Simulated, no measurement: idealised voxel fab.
process module | voxel self aligned contacts
cross-section cut | 290 nm wide | cells 5 nm
A cross-section is a grid of square cells, given in bands from the top down. A band is one or more rows of cells.
Each band's line starts with the height of the band's top and of its bottom, in nm. Then come its materials from left to right, each with its width in nm. One material with "throughout" fills the band from edge to edge. "air" is empty space.
Height 0 is the level under which the wafer as received is all one material. The lowest band goes on downwards, as in "0 down".
A width such as "30 to 40" changes by the same amount from each row of cells to the next, from the band's top row to its bottom row.
"no change" after a step means that no cell of the cross-section changed.
closed voids: empty space of 8 cells or more with no open way to the top, each as width x height at its distance from the left edge, in nm
after a step's settings: what the simulator itself notes on the step
overlay nm, on a step with a mask: how far to the right of its planned place the mask lay; to the left if negative
plan
1 op RECEIVE | material Si
2 op CONFORMAL_DEP | material SiO2 | thk nm 5
3 op DIRECTIONAL_DEP | material polySi | thk nm 20
4 op DIRECTIONAL_DEP | material SiN | thk nm 25
5 op DIRECTIONAL_DEP | material aC | thk nm 15
6 op PATTERN | tone cover | mask id GATE | material resist | width nm 30 | pitch nm 65 | thk nm 35 | overlay nm 0
7 op DIRECTIONAL_ETCH | etch materials aC | depth nm 15
8 op STRIP | etch materials resist
9 op DIRECTIONAL_ETCH | etch materials SiN | depth nm 25
10 op DIRECTIONAL_ETCH | etch materials polySi | depth nm 20
11 op STRIP | etch materials aC
12 op CONFORMAL_DEP | material SiN | thk nm 10
13 op DIRECTIONAL_ETCH | etch materials SiN | depth nm 10
14 op FILL_DEP | material SiO2 | thk nm 15
15 op CMP | height nm 60
16 op DIRECTIONAL_DEP | material aC | thk nm 10
17 op PATTERN | tone open | mask id CONTACT | material resist | width nm 45 | pitch nm 65 | thk nm 25 | overlay nm 0
18 op DIRECTIONAL_ETCH | etch materials aC | depth nm 10
19 op STRIP | etch materials resist
20 op DIRECTIONAL_ETCH | etch materials SiO2 | depth nm 60
21 op STRIP | etch materials aC
22 op CONFORMAL_DEP | material TiN | thk nm 5
23 op FILL_DEP | material Ru | thk nm 10
24 op CMP | height nm 60
25 op CONFORMAL_DEP | material SiN | thk nm 5
as received, after step 1
  0 down: Si throughout
  closed voids: none
a wafer at the end: this start, this plan, one mistake
  65 to 60: SiN throughout
  60 to 55: Ru 85 | TiN 5 | SiO2 45 | TiN 5 | Ru 10 | TiN 5 | SiO2 45 | TiN 5 | Ru 85
  55 to 50: Ru 50 | TiN 40 | SiO2 45 | TiN 20 | SiO2 45 | TiN 40 | Ru 50
  50 to 25: Ru 50 | TiN 5 | SiN 50 | SiO2 15 | SiN 50 | SiO2 15 | SiN 50 | TiN 5 | Ru 50
  25 to 5: Ru 50 | TiN 5 | SiN 10 | polySi 30 | SiN 10 | SiO2 15 | SiN 10 | polySi 30 | SiN 10 | SiO2 15 | SiN 10 | polySi 30 | SiN 10 | TiN 5 | Ru 50
  5 to 0: TiN 55 | SiO2 180 | TiN 55
  0 down: Si throughout
  closed voids: none
what went wrong: step 17 ran as: op PATTERN | tone cover | mask id CONTACT | material resist | width nm 45 | pitch nm 65 | thk nm 25 | overlay nm 0
